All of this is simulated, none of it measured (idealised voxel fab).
This section sets out a process module, namely voxel wiring stack.
For reference, the cross-section in this document is cut, with width 260 nm and square cells of 5 nm.
A cross-section in this document is a grid of square cells, and it is written down as bands, the top band listed before the ones below it; a band is made up of one or more rows of cells. It is stipulated that each band's entry specify, in nanometres, the height of the top of the band and then that of its bottom, followed by the materials of the band in left-to-right sequence, each together with its width in nanometres. A single material marked by the word "full width" is understood to fill the band from edge to edge; the word "empty" is understood to denote empty space. Heights from 0 (as-received wafer is one material below). Bottom band endless downward, as "top 0, no bottom". Width: "30->40" (first number = top row, second number = bottom row, same change from row to row of cells). A step reported as "no modifications" is a step in which no cell of the cross-section changed. If an empty space has no open way to the top and is at least 8 cells in size, "Closed void register" lists it, written width x height at distance, where distance is measured from the left edge and every value is in nm. Past the settings on a step's line: simulator remark, on that step. overlay nm: step with mask; distance mask lay right of planned place; negative value = left of planned place.
### So here's the lineup of process steps we planned
1 RECEIVE | material Si
2 CONFORMAL_DEP | material SiO2 | thk nm 5
3 CONFORMAL_DEP | material SiCN | thk nm 5
4 DIRECTIONAL_DEP | material lowk | thk nm 20
5 MASKED_ETCH | tone open | mask id METAL_1 | width nm 25 | pitch nm 50 | etch materials lowk | depth nm 20 | overlay nm 0
6 MASKED_ETCH | tone open | mask id METAL_1 | width nm 25 | pitch nm 50 | etch materials SiCN | depth nm 5 | overlay nm 0
7 CONFORMAL_DEP | material TiN | thk nm 5
8 FILL_DEP | material Cu | thk nm 10
9 CMP | height nm 40
10 CONFORMAL_DEP | material SiCN | thk nm 5
11 DIRECTIONAL_DEP | material lowk | thk nm 15
12 MASKED_ETCH | tone open | mask id PLUG_1 | width nm 15 | pitch nm 100 | etch materials lowk | depth nm 15 | overlay nm 0
13 MASKED_ETCH | tone open | mask id PLUG_1 | width nm 15 | pitch nm 100 | etch materials SiCN | depth nm 5 | overlay nm 0
14 EPI | material Ru | thk nm 10
15 EPI | material Ru | thk nm 10
16 CONFORMAL_DEP | material SiCN | thk nm 5
17 DIRECTIONAL_DEP | material SiO2 | thk nm 25
18 DIRECTIONAL_DEP | material aC | thk nm 15
19 PATTERN | tone open | mask id METAL_2 | material resist | width nm 25 | pitch nm 50 | thk nm 30 | overlay nm 0
20 DIRECTIONAL_ETCH | etch materials aC | depth nm 15
21 STRIP | etch materials resist
22 DIRECTIONAL_ETCH | etch materials SiO2 | depth nm 25
23 DIRECTIONAL_ETCH | etch materials SiCN | depth nm 5
24 STRIP | etch materials aC
25 CONFORMAL_DEP | material TiN | thk nm 5
26 FILL_DEP | material Cu | thk nm 5
27 CMP | height nm 90
28 CONFORMAL_DEP | material SiCN | thk nm 5
29 DIRECTIONAL_DEP | material SiO2 | thk nm 15
30 DIRECTIONAL_DEP | material aC | thk nm 15
31 PATTERN | tone open | mask id PLUG_2 | material resist | width nm 15 | pitch nm 50 | thk nm 30 | overlay nm 0
32 DIRECTIONAL_ETCH | etch materials aC | depth nm 15
33 STRIP | etch materials resist
34 DIRECTIONAL_ETCH | etch materials SiO2 | depth nm 15
35 DIRECTIONAL_ETCH | etch materials SiCN | depth nm 5
36 STRIP | etch materials aC
37 CONFORMAL_DEP | material TiN | thk nm 5
38 FILL_DEP | material Cu | thk nm 10
39 CMP | height nm 110
40 DIRECTIONAL_DEP | material TiN | thk nm 5
41 DIRECTIONAL_DEP | material Ru | thk nm 20
42 PATTERN | tone cover | mask id METAL_3 | material resist | width nm 25 | pitch nm 50 | thk nm 15 | overlay nm 0
43 DIRECTIONAL_ETCH | etch materials Ru | depth nm 20
44 DIRECTIONAL_ETCH | etch materials TiN | depth nm 5
45 STRIP | etch materials resist
46 FILL_DEP | material lowk | thk nm 5
47 CMP | height nm 135
48 CONFORMAL_DEP | material SiCN | thk nm 5
49 DIRECTIONAL_DEP | material lowk | thk nm 20
50 MASKED_ETCH | tone open | mask id PLUG_3 | width nm 15 | pitch nm 50 | etch materials lowk | depth nm 20 | overlay nm 0
51 MASKED_ETCH | tone open | mask id PLUG_3 | width nm 15 | pitch nm 50 | etch materials SiCN | depth nm 5 | overlay nm 0
52 EPI | material Ru | thk nm 10
53 EPI | material Ru | thk nm 10
54 EPI | material Ru | thk nm 5
55 CONFORMAL_DEP | material SiCN | thk nm 5
56 DIRECTIONAL_DEP | material lowk | thk nm 15
57 PATTERN | tone open | mask id METAL_4 | material resist | width nm 25 | pitch nm 50 | thk nm 15 | overlay nm 0
58 DIRECTIONAL_ETCH | etch materials lowk | depth nm 15
59 DIRECTIONAL_ETCH | etch materials SiCN | depth nm 5
60 STRIP | etch materials resist
61 CONFORMAL_DEP | material TiN | thk nm 5
62 FILL_DEP | material Ru | thk nm 5
63 CMP | height nm 180
64 CONFORMAL_DEP | material SiCN | thk nm 5
Heads up: all these wafers start the same, and what changes between them is the thk nm in step 2. The value you see in the plan is just what the first wafer got.
### Sectional view: first of several wafers, as received, after step 1
> top 0, no bottom  Si full width
> Closed void register: none
### What follows is a table in which each wafer occupies a row; for the wafer as it stands at the close of the module, the row states, material by material, how many cells have been gained (+) or lost (-) since receipt, and then gives its closed voids
thk nm 5 | +184 Cu | +200 Ru | +274 SiCN | +332 SiO2 | +252 TiN | +682 lowk | Closed void register: none
thk nm 10 | +132 Cu | +200 Ru | +274 SiCN | +384 SiO2 | +252 TiN | +682 lowk | Closed void register: none
thk nm 15 | +120 Cu | +200 Ru | +274 SiCN | +436 SiO2 | +212 TiN | +682 lowk | Closed void register: none
thk nm 20 | +108 Cu | +200 Ru | +274 SiCN | +488 SiO2 | +204 TiN | +650 lowk | Closed void register: none
thk nm 25 | +96 Cu | +200 Ru | +274 SiCN | +540 SiO2 | +196 TiN | +618 lowk | Closed void register: none
thk nm 30 | +84 Cu | +200 Ru | +274 SiCN | +592 SiO2 | +188 TiN | +586 lowk | Closed void register: none
